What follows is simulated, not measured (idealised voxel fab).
Process module, titled voxel self aligned contacts
The cross-section on display is named cut; it measures 280 nm wide, and its cells are 5 nm squares.
How to read a cross-section here: the picture is a grid of square cells, written as bands going from the top down, and any band can span one or more rows of cells.
Top height, bottom height, nm. Materials left to right, width each, nm. Single material + "full width" = fills band edge to edge. "air" = empty.
Height reference: 0 = level under which incoming wafer is all one material. Lowest band: no bottom, runs on downward, e.g. "0..down".
When a width is written as two numbers, as in "30..40", the first number is the width in the top row of cells of the band and the second is the width in its bottom row, and the width changes by the same amount from each row to the next.
"nothing got changed", as given for a step, is the statement that not any cell of the cross-section underwent a change during that step.
Voids not open to the top, 8 cells minimum: see "Closed void table". Written width x height at distance; distance is from the left edge; nm.
That trailing text on a step's line, after the settings, is the simulator's own remark on the step.
The "overlay nm" setting may appear on a step's line; for a step that uses a mask, it gives how far to the right of its planned position the mask lay, and a negative value indicates the left.
Quick note on how to read the rest: it's all pairs. You get the cross-section before a process step and the one after, but the after one only goes down as far as the lowest band that changed. The step in between, with its settings, sits under the pair. Heads up, the pairs can come from different runs of this module on the same starting wafer, so don't assume a pair picks up from the one above unless its "State before step" entry says it does.
# State before step
> 0..down = Si full width
> Closed void table: none
# Sectional View, Post-Process
> 5..0 = SiO2 full width
> Heights below 0 show no change.
> Closed void table: none
Step, pre vs post cross-sections above: CONFORMAL_DEP, material SiO2, thk nm 5
State before step: starting point is the after cross-section of the pair just above.
# Sectional View, Post-Process
> 30..5 = polySi full width
> Heights below 5 show no change.
> Closed void table: none
Step, pre vs post cross-sections above: DIRECTIONAL_DEP, material polySi, thk nm 25
State before step: starting point is the after cross-section of the pair just above.
# Sectional View, Post-Process
> 50..30 = SiN full width
> Heights below 30 show no change.
> Closed void table: none
Step, pre vs post cross-sections above: DIRECTIONAL_DEP, material SiN, thk nm 20
State before step: starting point is the after cross-section of the pair just above.
# Sectional View, Post-Process
> 60..50 = aC full width
> Heights below 50 show no change.
> Closed void table: none
Step, pre vs post cross-sections above: DIRECTIONAL_DEP, material aC, thk nm 10
State before step: starting point is the after cross-section of the pair just above.
# Sectional View, Post-Process
> 85..60 = air=50 / resist=35 / air=35 / resist=35 / air=35 / resist=35 / air=55
> Heights below 60 show no change.
> Closed void table: none
Step, pre vs post cross-sections above: PATTERN, tone cover, mask id GATE, material resist, width nm 35, pitch nm 70, thk nm 25, overlay nm 0
State before step: starting point is the after cross-section of the pair just above.
# Sectional View, Post-Process
> 75..60 = air=50 / resist=35 / air=35 / resist=35 / air=35 / resist=35 / air=55
> 60..50 = air=50 / aC=35 / air=35 / aC=35 / air=35 / aC=35 / air=55
> Heights below 50 show no change.
> Closed void table: none
Step, pre vs post cross-sections above: DIRECTIONAL_ETCH, etch materials aC, depth nm 10
State before step: starting point is the after cross-section of the pair just above.
# Sectional View, Post-Process
> 60..50 = air=50 / aC=35 / air=35 / aC=35 / air=35 / aC=35 / air=55
> Heights below 50 show no change.
> Closed void table: none
Step, pre vs post cross-sections above: STRIP, etch materials resist
State before step: starting point is the after cross-section of the pair just above.
# Sectional View, Post-Process
> 60..50 = air=50 / aC=35 / air=35 / aC=35 / air=35 / aC=35 / air=55
> 50..30 = air=50 / SiN=35 / air=35 / SiN=35 / air=35 / SiN=35 / air=55
> Heights below 30 show no change.
> Closed void table: none
Step, pre vs post cross-sections above: DIRECTIONAL_ETCH, etch materials SiN, depth nm 20
State before step: starting point is the after cross-section of the pair just above.
# Sectional View, Post-Process
> 60..50 = air=50 / aC=35 / air=35 / aC=35 / air=35 / aC=35 / air=55
> 50..30 = air=50 / SiN=35 / air=35 / SiN=35 / air=35 / SiN=35 / air=55
> 30..5 = air=50 / polySi=35 / air=35 / polySi=35 / air=35 / polySi=35 / air=55
> Heights below 5 show no change.
> Closed void table: none
Step, pre vs post cross-sections above: DIRECTIONAL_ETCH, etch materials polySi, depth nm 25
State before step: starting point is the after cross-section of the pair just above.
# Sectional View, Post-Process
> 50..30 = air=50 / SiN=35 / air=35 / SiN=35 / air=35 / SiN=35 / air=55
> Heights below 30 show no change.
> Closed void table: none
Step, pre vs post cross-sections above: STRIP, etch materials aC
State before step: starting point is the after cross-section of the pair just above.
# Sectional View, Post-Process
> 55..30 = air=45 / SiN=45 / air=25 / SiN=45 / air=25 / SiN=45 / air=50
> 30..10 = air=45 / SiN=5 / polySi=35 / SiN=5 / air=25 / SiN=5 / polySi=35 / SiN=5 / air=25 / SiN=5 / polySi=35 / SiN=5 / air=50
> 10..5 = SiN=50 / polySi=35 / SiN=35 / polySi=35 / SiN=35 / polySi=35 / SiN=55
> Heights below 5 show no change.
> Closed void table: none
Step, pre vs post cross-sections above: CONFORMAL_DEP, material SiN, thk nm 5
State before step: starting point is the after cross-section of the pair just above.
# Sectional View, Post-Process
> 50..30 = air=45 / SiN=45 / air=25 / SiN=45 / air=25 / SiN=45 / air=50
> 30..5 = air=45 / SiN=5 / polySi=35 / SiN=5 / air=25 / SiN=5 / polySi=35 / SiN=5 / air=25 / SiN=5 / polySi=35 / SiN=5 / air=50
> Heights below 5 show no change.
> Closed void table: none
Step, pre vs post cross-sections above: DIRECTIONAL_ETCH, etch materials SiN, depth nm 5
State before step: starting point is the after cross-section of the pair just above.
# Sectional View, Post-Process
> 60..50 = SiO2 full width
> 50..30 = SiO2=45 / SiN=45 / SiO2=25 / SiN=45 / SiO2=25 / SiN=45 / SiO2=50
> 30..5 = SiO2=45 / SiN=5 / polySi=35 / SiN=5 / SiO2=25 / SiN=5 / polySi=35 / SiN=5 / SiO2=25 / SiN=5 / polySi=35 / SiN=5 / SiO2=50
> Heights below 5 show no change.
> Closed void table: none
Step, pre vs post cross-sections above: FILL_DEP, material SiO2, thk nm 10
State before step: starting point is the after cross-section of the pair just above.
# Sectional View, Post-Process
> 55..50 = SiO2 full width
> Heights below 50 show no change.
> Closed void table: none
Step, pre vs post cross-sections above: CMP, height nm 55
State before step: starting point is the after cross-section of the pair just above.
# Sectional View, Post-Process
> 65..55 = aC full width
> Heights below 55 show no change.
> Closed void table: none
Step, pre vs post cross-sections above: DIRECTIONAL_DEP, material aC, thk nm 10
State before step: starting point is the after cross-section of the pair just above.
# Sectional View, Post-Process
> 90..65 = resist=75 / air=55 / resist=15 / air=55 / resist=80
> Heights below 65 show no change.
> Closed void table: none
Step, pre vs post cross-sections above: PATTERN, tone open, mask id CONTACT, material resist, width nm 55, pitch nm 70, thk nm 25, overlay nm 0
State before step: starting point is the after cross-section of the pair just above.
# Sectional View, Post-Process
> 80..65 = resist=75 / air=55 / resist=15 / air=55 / resist=80
> 65..55 = aC=75 / air=55 / aC=15 / air=55 / aC=80
> Heights below 55 show no change.
> Closed void table: none
Step, pre vs post cross-sections above: DIRECTIONAL_ETCH, etch materials aC, depth nm 10
State before step: starting point is the after cross-section of the pair just above.
# Sectional View, Post-Process
> 65..55 = aC=75 / air=55 / aC=15 / air=55 / aC=80
> Heights below 55 show no change.
> Closed void table: none
Step, pre vs post cross-sections above: STRIP, etch materials resist
State before step: starting point is the after cross-section of the pair just above.
# Sectional View, Post-Process
> 65..55 = aC=75 / air=55 / aC=15 / air=55 / aC=80
> 55..50 = SiO2=75 / air=55 / SiO2=15 / air=55 / SiO2=80
> 50..30 = SiO2=45 / SiN=45 / air=25 / SiN=45 / air=25 / SiN=45 / SiO2=50
> 30..5 = SiO2=45 / SiN=5 / polySi=35 / SiN=5 / air=25 / SiN=5 / polySi=35 / SiN=5 / air=25 / SiN=5 / polySi=35 / SiN=5 / SiO2=50
> 5..0 = SiO2=90 / air=25 / SiO2=45 / air=25 / SiO2=95
> Heights below 0 show no change.
> Closed void table: none
Step, pre vs post cross-sections above: DIRECTIONAL_ETCH, etch materials SiO2, depth nm 55
State before step: starting point is the after cross-section of the pair just above.
# Sectional View, Post-Process
> 55..50 = SiO2=75 / air=55 / SiO2=15 / air=55 / SiO2=80
> Heights below 50 show no change.
> Closed void table: none
Step, pre vs post cross-sections above: STRIP, etch materials aC
State before step: starting point is the after cross-section of the pair just above.
# Sectional View, Post-Process
> 60..55 = TiN=80 / air=45 / TiN=25 / air=45 / TiN=85
> 55..50 = SiO2=75 / TiN=20 / air=15 / TiN=20 / SiO2=15 / TiN=20 / air=15 / TiN=20 / SiO2=80
> 50..30 = SiO2=45 / SiN=45 / TiN=5 / air=15 / TiN=5 / SiN=45 / TiN=5 / air=15 / TiN=5 / SiN=45 / SiO2=50
> 30..5 = SiO2=45 / SiN=5 / polySi=35 / SiN=5 / TiN=5 / air=15 / TiN=5 / SiN=5 / polySi=35 / SiN=5 / TiN=5 / air=15 / TiN=5 / SiN=5 / polySi=35 / SiN=5 / SiO2=50
> 5..0 = SiO2=90 / TiN=25 / SiO2=45 / TiN=25 / SiO2=95
> Heights below 0 show no change.
> Closed void table: none
Step, pre vs post cross-sections above: CONFORMAL_DEP, material TiN, thk nm 5
State before step: starting point is the after cross-section of the pair just above.
# Sectional View, Post-Process
> 70..60 = Ru full width
> 60..55 = TiN=80 / Ru=45 / TiN=25 / Ru=45 / TiN=85
> 55..50 = SiO2=75 / TiN=20 / Ru=15 / TiN=20 / SiO2=15 / TiN=20 / Ru=15 / TiN=20 / SiO2=80
> 50..30 = SiO2=45 / SiN=45 / TiN=5 / Ru=15 / TiN=5 / SiN=45 / TiN=5 / Ru=15 / TiN=5 / SiN=45 / SiO2=50
> 30..5 = SiO2=45 / SiN=5 / polySi=35 / SiN=5 / TiN=5 / Ru=15 / TiN=5 / SiN=5 / polySi=35 / SiN=5 / TiN=5 / Ru=15 / TiN=5 / SiN=5 / polySi=35 / SiN=5 / SiO2=50
> Heights below 5 show no change.
> Closed void table: none
Step, pre vs post cross-sections above: FILL_DEP, material Ru, thk nm 10
State before step: starting point is the after cross-section of the pair just above.
# Sectional View, Post-Process
> 55..50 = SiO2=75 / TiN=20 / Ru=15 / TiN=20 / SiO2=15 / TiN=20 / Ru=15 / TiN=20 / SiO2=80
> Heights below 50 show no change.
> Closed void table: none
Step, pre vs post cross-sections above: CMP, height nm 55
State before step: starting point is the after cross-section of the pair just above.
# Sectional View, Post-Process
> 60..55 = SiN full width
> Heights below 55 show no change.
> Closed void table: none
Step, pre vs post cross-sections above: CONFORMAL_DEP, material SiN, thk nm 5
# State before step
> 50..30 = air=50 / SiN=35 / air=35 / SiN=35 / air=35 / SiN=35 / air=55
> 30..5 = air=50 / polySi=35 / air=35 / polySi=35 / air=35 / polySi=35 / air=55
> 5..0 = SiO2 full width
> 0..down = Si full width
> Closed void table: none
# Sectional View, Post-Process
> 45..30 = air=50 / SiN=35 / air=35 / SiN=35 / air=35 / SiN=35 / air=55
> Heights below 30 show no change.
> Closed void table: none
Step, pre vs post cross-sections above: DIRECTIONAL_ETCH, etch materials SiN, depth nm 5
State before step: starting point is the after cross-section of the pair just above.
# Sectional View, Post-Process
> 55..45 = SiO2 full width
> 45..30 = SiO2=50 / SiN=35 / SiO2=35 / SiN=35 / SiO2=35 / SiN=35 / SiO2=55
> 30..5 = SiO2=50 / polySi=35 / SiO2=35 / polySi=35 / SiO2=35 / polySi=35 / SiO2=55
> Heights below 5 show no change.
> Closed void table: none
Step, pre vs post cross-sections above: FILL_DEP, material SiO2, thk nm 10
State before step: starting point is the after cross-section of the pair just above.
# Sectional View, Post-Process
> 65..55 = aC full width
> Heights below 55 show no change.
> Closed void table: none
Step, pre vs post cross-sections above: DIRECTIONAL_DEP, material aC, thk nm 10
State before step: starting point is the after cross-section of the pair just above.
# Sectional View, Post-Process
> 90..65 = resist=75 / air=55 / resist=15 / air=55 / resist=80
> Heights below 65 show no change.
> Closed void table: none
Step, pre vs post cross-sections above: PATTERN, tone open, mask id CONTACT, material resist, width nm 55, pitch nm 70, thk nm 25, overlay nm 0
State before step: starting point is the after cross-section of the pair just above.
# Sectional View, Post-Process
> 80..65 = resist=75 / air=55 / resist=15 / air=55 / resist=80
> 65..55 = aC=75 / air=55 / aC=15 / air=55 / aC=80
> Heights below 55 show no change.
> Closed void table: none
Step, pre vs post cross-sections above: DIRECTIONAL_ETCH, etch materials aC, depth nm 10
State before step: starting point is the after cross-section of the pair just above.
# Sectional View, Post-Process
> 65..55 = aC=75 / air=55 / aC=15 / air=55 / aC=80
> Heights below 55 show no change.
> Closed void table: none
Step, pre vs post cross-sections above: STRIP, etch materials resist
State before step: starting point is the after cross-section of the pair just above.
# Sectional View, Post-Process
> 65..55 = aC=75 / air=55 / aC=15 / air=55 / aC=80
> 55..45 = SiO2=75 / air=55 / SiO2=15 / air=55 / SiO2=80
> 45..30 = SiO2=50 / SiN=35 / air=35 / SiN=35 / air=35 / SiN=35 / SiO2=55
> 30..5 = SiO2=50 / polySi=35 / air=35 / polySi=35 / air=35 / polySi=35 / SiO2=55
> 5..0 = SiO2=85 / air=35 / SiO2=35 / air=35 / SiO2=90
> Heights below 0 show no change.
> Closed void table: none
Step, pre vs post cross-sections above: DIRECTIONAL_ETCH, etch materials SiO2, depth nm 55
State before step: starting point is the after cross-section of the pair just above.
# Sectional View, Post-Process
> 55..45 = SiO2=75 / air=55 / SiO2=15 / air=55 / SiO2=80
> Heights below 45 show no change.
> Closed void table: none
Step, pre vs post cross-sections above: STRIP, etch materials aC
State before step: starting point is the after cross-section of the pair just above.
# Sectional View, Post-Process
> 60..55 = TiN=80 / air=45 / TiN=25 / air=45 / TiN=85
> 55..45 = SiO2=75 / TiN=5..15 / air=45..25 / TiN=5..15 / SiO2=15 / TiN=5..15 / air=45..25 / TiN=5..15 / SiO2=80
> 45..30 = SiO2=50 / SiN=35 / TiN=5 / air=25 / TiN=5 / SiN=35 / TiN=5 / air=25 / TiN=5 / SiN=35 / SiO2=55
> 30..5 = SiO2=50 / polySi=35 / TiN=5 / air=25 / TiN=5 / polySi=35 / TiN=5 / air=25 / TiN=5 / polySi=35 / SiO2=55
> 5..0 = SiO2=85 / TiN=35 / SiO2=35 / TiN=35 / SiO2=90
> Heights below 0 show no change.
> Closed void table: none
Step, pre vs post cross-sections above: CONFORMAL_DEP, material TiN, thk nm 5
State before step: starting point is the after cross-section of the pair just above.
# Sectional View, Post-Process
> 70..60 = Ru full width
> 60..55 = TiN=80 / Ru=45 / TiN=25 / Ru=45 / TiN=85
> 55..45 = SiO2=75 / TiN=5..15 / Ru=45..25 / TiN=5..15 / SiO2=15 / TiN=5..15 / Ru=45..25 / TiN=5..15 / SiO2=80
> 45..30 = SiO2=50 / SiN=35 / TiN=5 / Ru=25 / TiN=5 / SiN=35 / TiN=5 / Ru=25 / TiN=5 / SiN=35 / SiO2=55
> 30..5 = SiO2=50 / polySi=35 / TiN=5 / Ru=25 / TiN=5 / polySi=35 / TiN=5 / Ru=25 / TiN=5 / polySi=35 / SiO2=55
> Heights below 5 show no change.
> Closed void table: none
Step, pre vs post cross-sections above: FILL_DEP, material Ru, thk nm 10
State before step: starting point is the after cross-section of the pair just above.
# Sectional View, Post-Process
> 55..45 = SiO2=75 / TiN=5..15 / Ru=45..25 / TiN=5..15 / SiO2=15 / TiN=5..15 / Ru=45..25 / TiN=5..15 / SiO2=80
> Heights below 45 show no change.
> Closed void table: none
Step, pre vs post cross-sections above: CMP, height nm 55
State before step: starting point is the after cross-section of the pair just above.
# Sectional View, Post-Process
> 60..55 = SiN full width
> Heights below 55 show no change.
> Closed void table: none
Step, pre vs post cross-sections above: CONFORMAL_DEP, material SiN, thk nm 5
# State before step
> 50..30 = SiN full width
> 30..5 = polySi full width
> 5..0 = SiO2 full width
> 0..down = Si full width
> Closed void table: none
# Sectional View, Post-Process
> 70..30 = SiN full width
> Heights below 30 show no change.
> Closed void table: none
Step, pre vs post cross-sections above: DIRECTIONAL_DEP, material SiN, thk nm 20
State before step: starting point is the after cross-section of the pair just above.
# Sectional View, Post-Process
> 80..70 = aC full width
> Heights below 70 show no change.
> Closed void table: none
Step, pre vs post cross-sections above: DIRECTIONAL_DEP, material aC, thk nm 10
State before step: starting point is the after cross-section of the pair just above.
# Sectional View, Post-Process
> 105..80 = air=50 / resist=35 / air=35 / resist=35 / air=35 / resist=35 / air=55
> Heights below 80 show no change.
> Closed void table: none
Step, pre vs post cross-sections above: PATTERN, tone cover, mask id GATE, material resist, width nm 35, pitch nm 70, thk nm 25, overlay nm 0
State before step: starting point is the after cross-section of the pair just above.
# Sectional View, Post-Process
> 95..80 = air=50 / resist=35 / air=35 / resist=35 / air=35 / resist=35 / air=55
> 80..70 = air=50 / aC=35 / air=35 / aC=35 / air=35 / aC=35 / air=55
> Heights below 70 show no change.
> Closed void table: none
Step, pre vs post cross-sections above: DIRECTIONAL_ETCH, etch materials aC, depth nm 10
State before step: starting point is the after cross-section of the pair just above.
# Sectional View, Post-Process
> 80..70 = air=50 / aC=35 / air=35 / aC=35 / air=35 / aC=35 / air=55
> Heights below 70 show no change.
> Closed void table: none
Step, pre vs post cross-sections above: STRIP, etch materials resist
State before step: starting point is the after cross-section of the pair just above.
# Sectional View, Post-Process
> 80..70 = air=50 / aC=35 / air=35 / aC=35 / air=35 / aC=35 / air=55
> 70..50 = air=50 / SiN=35 / air=35 / SiN=35 / air=35 / SiN=35 / air=55
> Heights below 50 show no change.
> Closed void table: none
Step, pre vs post cross-sections above: DIRECTIONAL_ETCH, etch materials SiN, depth nm 20
State before step: starting point is the after cross-section of the pair just above.
# Sectional View, Post-Process
> 70..50 = air=50 / SiN=35 / air=35 / SiN=35 / air=35 / SiN=35 / air=55
> Heights below 50 show no change.
> Closed void table: none
Step, pre vs post cross-sections above: STRIP, etch materials aC
State before step: starting point is the after cross-section of the pair just above.
# Sectional View, Post-Process
> 75..55 = air=45 / SiN=45 / air=25 / SiN=45 / air=25 / SiN=45 / air=50
> 55..30 = SiN full width
> Heights below 30 show no change.
> Closed void table: none
Step, pre vs post cross-sections above: CONFORMAL_DEP, material SiN, thk nm 5
State before step: starting point is the after cross-section of the pair just above.
# Sectional View, Post-Process
> 70..50 = air=45 / SiN=45 / air=25 / SiN=45 / air=25 / SiN=45 / air=50
> Heights below 50 show no change.
> Closed void table: none
Step, pre vs post cross-sections above: DIRECTIONAL_ETCH, etch materials SiN, depth nm 5
State before step: starting point is the after cross-section of the pair just above.
# Sectional View, Post-Process
> 80..70 = SiO2 full width
> 70..50 = SiO2=45 / SiN=45 / SiO2=25 / SiN=45 / SiO2=25 / SiN=45 / SiO2=50
> Heights below 50 show no change.
> Closed void table: none
Step, pre vs post cross-sections above: FILL_DEP, material SiO2, thk nm 10
State before step: starting point is the after cross-section of the pair just above.
# Sectional View, Post-Process
> 55..50 = SiO2=45 / SiN=45 / SiO2=25 / SiN=45 / SiO2=25 / SiN=45 / SiO2=50
> Heights below 50 show no change.
> Closed void table: none
Step, pre vs post cross-sections above: CMP, height nm 55
State before step: starting point is the after cross-section of the pair just above.
# Sectional View, Post-Process
> 65..55 = aC full width
> Heights below 55 show no change.
> Closed void table: none
Step, pre vs post cross-sections above: DIRECTIONAL_DEP, material aC, thk nm 10
State before step: starting point is the after cross-section of the pair just above.
# Sectional View, Post-Process
> 90..65 = resist=75 / air=55 / resist=15 / air=55 / resist=80
> Heights below 65 show no change.
> Closed void table: none
Step, pre vs post cross-sections above: PATTERN, tone open, mask id CONTACT, material resist, width nm 55, pitch nm 70, thk nm 25, overlay nm 0
State before step: starting point is the after cross-section of the pair just above.
# Sectional View, Post-Process
> 80..65 = resist=75 / air=55 / resist=15 / air=55 / resist=80
> 65..55 = aC=75 / air=55 / aC=15 / air=55 / aC=80
> Heights below 55 show no change.
> Closed void table: none
Step, pre vs post cross-sections above: DIRECTIONAL_ETCH, etch materials aC, depth nm 10
State before step: starting point is the after cross-section of the pair just above.
# Sectional View, Post-Process
> 65..55 = aC=75 / air=55 / aC=15 / air=55 / aC=80
> Heights below 55 show no change.
> Closed void table: none
Step, pre vs post cross-sections above: STRIP, etch materials resist
State before step: starting point is the after cross-section of the pair just above.
# Sectional View, Post-Process
> 65..55 = aC=75 / air=55 / aC=15 / air=55 / aC=80
> 55..50 = SiO2=45 / SiN=45 / air=25 / SiN=45 / air=25 / SiN=45 / SiO2=50
> Heights below 50 show no change.
> Closed void table: none
Step, pre vs post cross-sections above: DIRECTIONAL_ETCH, etch materials SiO2, depth nm 55
State before step: starting point is the after cross-section of the pair just above.
# Sectional View, Post-Process
> 55..50 = SiO2=45 / SiN=45 / air=25 / SiN=45 / air=25 / SiN=45 / SiO2=50
> Heights below 50 show no change.
> Closed void table: none
Step, pre vs post cross-sections above: STRIP, etch materials aC
State before step: starting point is the after cross-section of the pair just above.
# Sectional View, Post-Process
> 60..55 = TiN=95 / air=15 / TiN=55 / air=15 / TiN=100
> 55..50 = SiO2=45 / SiN=45 / TiN=25 / SiN=45 / TiN=25 / SiN=45 / SiO2=50
> Heights below 50 show no change.
> Closed void table: none
Step, pre vs post cross-sections above: CONFORMAL_DEP, material TiN, thk nm 5
State before step: starting point is the after cross-section of the pair just above.
# Sectional View, Post-Process
> 70..60 = Ru full width
> 60..55 = TiN=95 / Ru=15 / TiN=55 / Ru=15 / TiN=100
> Heights below 55 show no change.
> Closed void table: none
Step, pre vs post cross-sections above: FILL_DEP, material Ru, thk nm 10
State before step: starting point is the after cross-section of the pair just above.
# Sectional View, Post-Process
> 55..50 = SiO2=45 / SiN=45 / TiN=25 / SiN=45 / TiN=25 / SiN=45 / SiO2=50
> Heights below 50 show no change.
> Closed void table: none
Step, pre vs post cross-sections above: CMP, height nm 55
State before step: starting point is the after cross-section of the pair just above.
# Sectional View, Post-Process
> 60..55 = SiN full width
> Heights below 55 show no change.
> Closed void table: none
Step, pre vs post cross-sections above: CONFORMAL_DEP, material SiN, thk nm 5
# State before step
> 45..30 = air=50 / SiN=35 / air=35 / SiN=35 / air=35 / SiN=35 / air=55
> 30..5 = air=50 / polySi=35 / air=35 / polySi=35 / air=35 / polySi=35 / air=55
> 5..0 = SiO2 full width
> 0..down = Si full width
> Closed void table: none
# Sectional View, Post-Process
> 50..30 = air=45 / SiN=45 / air=25 / SiN=45 / air=25 / SiN=45 / air=50
> 30..10 = air=45 / SiN=5 / polySi=35 / SiN=5 / air=25 / SiN=5 / polySi=35 / SiN=5 / air=25 / SiN=5 / polySi=35 / SiN=5 / air=50
> 10..5 = SiN=50 / polySi=35 / SiN=35 / polySi=35 / SiN=35 / polySi=35 / SiN=55
> Heights below 5 show no change.
> Closed void table: none
Step, pre vs post cross-sections above: CONFORMAL_DEP, material SiN, thk nm 5
State before step: starting point is the after cross-section of the pair just above.
# Sectional View, Post-Process
> 60..50 = SiO2 full width
> 50..30 = SiO2=45 / SiN=45 / SiO2=25 / SiN=45 / SiO2=25 / SiN=45 / SiO2=50
> 30..10 = SiO2=45 / SiN=5 / polySi=35 / SiN=5 / SiO2=25 / SiN=5 / polySi=35 / SiN=5 / SiO2=25 / SiN=5 / polySi=35 / SiN=5 / SiO2=50
> Heights below 10 show no change.
> Closed void table: none
Step, pre vs post cross-sections above: FILL_DEP, material SiO2, thk nm 10
State before step: starting point is the after cross-section of the pair just above.
# Sectional View, Post-Process
> 55..50 = SiO2 full width
> Heights below 50 show no change.
> Closed void table: none
Step, pre vs post cross-sections above: CMP, height nm 55
State before step: starting point is the after cross-section of the pair just above.
# Sectional View, Post-Process
> 65..55 = aC full width
> Heights below 55 show no change.
> Closed void table: none
Step, pre vs post cross-sections above: DIRECTIONAL_DEP, material aC, thk nm 10
State before step: starting point is the after cross-section of the pair just above.
# Sectional View, Post-Process
> 90..65 = resist=75 / air=55 / resist=15 / air=55 / resist=80
> Heights below 65 show no change.
> Closed void table: none
Step, pre vs post cross-sections above: PATTERN, tone open, mask id CONTACT, material resist, width nm 55, pitch nm 70, thk nm 25, overlay nm 0
State before step: starting point is the after cross-section of the pair just above.
# Sectional View, Post-Process
> 80..65 = resist=75 / air=55 / resist=15 / air=55 / resist=80
> 65..55 = aC=75 / air=55 / aC=15 / air=55 / aC=80
> Heights below 55 show no change.
> Closed void table: none
Step, pre vs post cross-sections above: DIRECTIONAL_ETCH, etch materials aC, depth nm 10
State before step: starting point is the after cross-section of the pair just above.
# Sectional View, Post-Process
> 65..55 = aC=75 / air=55 / aC=15 / air=55 / aC=80
> Heights below 55 show no change.
> Closed void table: none
Step, pre vs post cross-sections above: STRIP, etch materials resist
State before step: starting point is the after cross-section of the pair just above.
# Sectional View, Post-Process
> 65..55 = aC=75 / air=55 / aC=15 / air=55 / aC=80
> 55..50 = SiO2=75 / air=55 / SiO2=15 / air=55 / SiO2=80
> 50..30 = SiO2=45 / SiN=45 / air=25 / SiN=45 / air=25 / SiN=45 / SiO2=50
> 30..10 = SiO2=45 / SiN=5 / polySi=35 / SiN=5 / air=25 / SiN=5 / polySi=35 / SiN=5 / air=25 / SiN=5 / polySi=35 / SiN=5 / SiO2=50
> Heights below 10 show no change.
> Closed void table: none
Step, pre vs post cross-sections above: DIRECTIONAL_ETCH, etch materials SiO2, depth nm 55
State before step: starting point is the after cross-section of the pair just above.
# Sectional View, Post-Process
> 55..50 = SiO2=75 / air=55 / SiO2=15 / air=55 / SiO2=80
> Heights below 50 show no change.
> Closed void table: none
Step, pre vs post cross-sections above: STRIP, etch materials aC
State before step: starting point is the after cross-section of the pair just above.
# Sectional View, Post-Process
> 60..55 = TiN=80 / air=45 / TiN=25 / air=45 / TiN=85
> 55..50 = SiO2=75 / TiN=20 / air=15 / TiN=20 / SiO2=15 / TiN=20 / air=15 / TiN=20 / SiO2=80
> 50..30 = SiO2=45 / SiN=45 / TiN=5 / air=15 / TiN=5 / SiN=45 / TiN=5 / air=15 / TiN=5 / SiN=45 / SiO2=50
> 30..15 = SiO2=45 / SiN=5 / polySi=35 / SiN=5 / TiN=5 / air=15 / TiN=5 / SiN=5 / polySi=35 / SiN=5 / TiN=5 / air=15 / TiN=5 / SiN=5 / polySi=35 / SiN=5 / SiO2=50
> 15..10 = SiO2=45 / SiN=5 / polySi=35 / SiN=5 / TiN=25 / SiN=5 / polySi=35 / SiN=5 / TiN=25 / SiN=5 / polySi=35 / SiN=5 / SiO2=50
> Heights below 10 show no change.
> Closed void table: none
Step, pre vs post cross-sections above: CONFORMAL_DEP, material TiN, thk nm 5
State before step: starting point is the after cross-section of the pair just above.
# Sectional View, Post-Process
> 70..60 = Ru full width
> 60..55 = TiN=80 / Ru=45 / TiN=25 / Ru=45 / TiN=85
> 55..50 = SiO2=75 / TiN=20 / Ru=15 / TiN=20 / SiO2=15 / TiN=20 / Ru=15 / TiN=20 / SiO2=80
> 50..30 = SiO2=45 / SiN=45 / TiN=5 / Ru=15 / TiN=5 / SiN=45 / TiN=5 / Ru=15 / TiN=5 / SiN=45 / SiO2=50
> 30..15 = SiO2=45 / SiN=5 / polySi=35 / SiN=5 / TiN=5 / Ru=15 / TiN=5 / SiN=5 / polySi=35 / SiN=5 / TiN=5 / Ru=15 / TiN=5 / SiN=5 / polySi=35 / SiN=5 / SiO2=50
> Heights below 15 show no change.
> Closed void table: none
Step, pre vs post cross-sections above: FILL_DEP, material Ru, thk nm 10
State before step: starting point is the after cross-section of the pair just above.
# Sectional View, Post-Process
> 55..50 = SiO2=75 / TiN=20 / Ru=15 / TiN=20 / SiO2=15 / TiN=20 / Ru=15 / TiN=20 / SiO2=80
> Heights below 50 show no change.
> Closed void table: none
Step, pre vs post cross-sections above: CMP, height nm 55
State before step: starting point is the after cross-section of the pair just above.
# Sectional View, Post-Process
> 60..55 = SiN full width
> Heights below 55 show no change.
> Closed void table: none
Step, pre vs post cross-sections above: CONFORMAL_DEP, material SiN, thk nm 5
# State before step
> 5..0 = SiO2 full width
> 0..down = Si full width
> Closed void table: none
# Sectional View, Post-Process
> 35..5 = polySi full width
> Heights below 5 show no change.
> Closed void table: none
Step, pre vs post cross-sections above: DIRECTIONAL_DEP, material polySi, thk nm 30
State before step: starting point is the after cross-section of the pair just above.
# Sectional View, Post-Process
> 55..35 = SiN full width
> Heights below 35 show no change.
> Closed void table: none
Step, pre vs post cross-sections above: DIRECTIONAL_DEP, material SiN, thk nm 20
State before step: starting point is the after cross-section of the pair just above.
# Sectional View, Post-Process
> 65..55 = aC full width
> Heights below 55 show no change.
> Closed void table: none
Step, pre vs post cross-sections above: DIRECTIONAL_DEP, material aC, thk nm 10
State before step: starting point is the after cross-section of the pair just above.
# Sectional View, Post-Process
> 90..65 = air=50 / resist=35 / air=35 / resist=35 / air=35 / resist=35 / air=55
> Heights below 65 show no change.
> Closed void table: none
Step, pre vs post cross-sections above: PATTERN, tone cover, mask id GATE, material resist, width nm 35, pitch nm 70, thk nm 25, overlay nm 0
State before step: starting point is the after cross-section of the pair just above.
# Sectional View, Post-Process
> 80..65 = air=50 / resist=35 / air=35 / resist=35 / air=35 / resist=35 / air=55
> 65..55 = air=50 / aC=35 / air=35 / aC=35 / air=35 / aC=35 / air=55
> Heights below 55 show no change.
> Closed void table: none
Step, pre vs post cross-sections above: DIRECTIONAL_ETCH, etch materials aC, depth nm 10
State before step: starting point is the after cross-section of the pair just above.
# Sectional View, Post-Process
> 65..55 = air=50 / aC=35 / air=35 / aC=35 / air=35 / aC=35 / air=55
> Heights below 55 show no change.
> Closed void table: none
Step, pre vs post cross-sections above: STRIP, etch materials resist
State before step: starting point is the after cross-section of the pair just above.
# Sectional View, Post-Process
> 65..55 = air=50 / aC=35 / air=35 / aC=35 / air=35 / aC=35 / air=55
> 55..35 = air=50 / SiN=35 / air=35 / SiN=35 / air=35 / SiN=35 / air=55
> Heights below 35 show no change.
> Closed void table: none
Step, pre vs post cross-sections above: DIRECTIONAL_ETCH, etch materials SiN, depth nm 20
State before step: starting point is the after cross-section of the pair just above.
# Sectional View, Post-Process
> 65..55 = air=50 / aC=35 / air=35 / aC=35 / air=35 / aC=35 / air=55
> 55..35 = air=50 / SiN=35 / air=35 / SiN=35 / air=35 / SiN=35 / air=55
> 35..10 = air=50 / polySi=35 / air=35 / polySi=35 / air=35 / polySi=35 / air=55
> Heights below 10 show no change.
> Closed void table: none
Step, pre vs post cross-sections above: DIRECTIONAL_ETCH, etch materials polySi, depth nm 25
State before step: starting point is the after cross-section of the pair just above.
# Sectional View, Post-Process
> 55..35 = air=50 / SiN=35 / air=35 / SiN=35 / air=35 / SiN=35 / air=55
> Heights below 35 show no change.
> Closed void table: none
Step, pre vs post cross-sections above: STRIP, etch materials aC
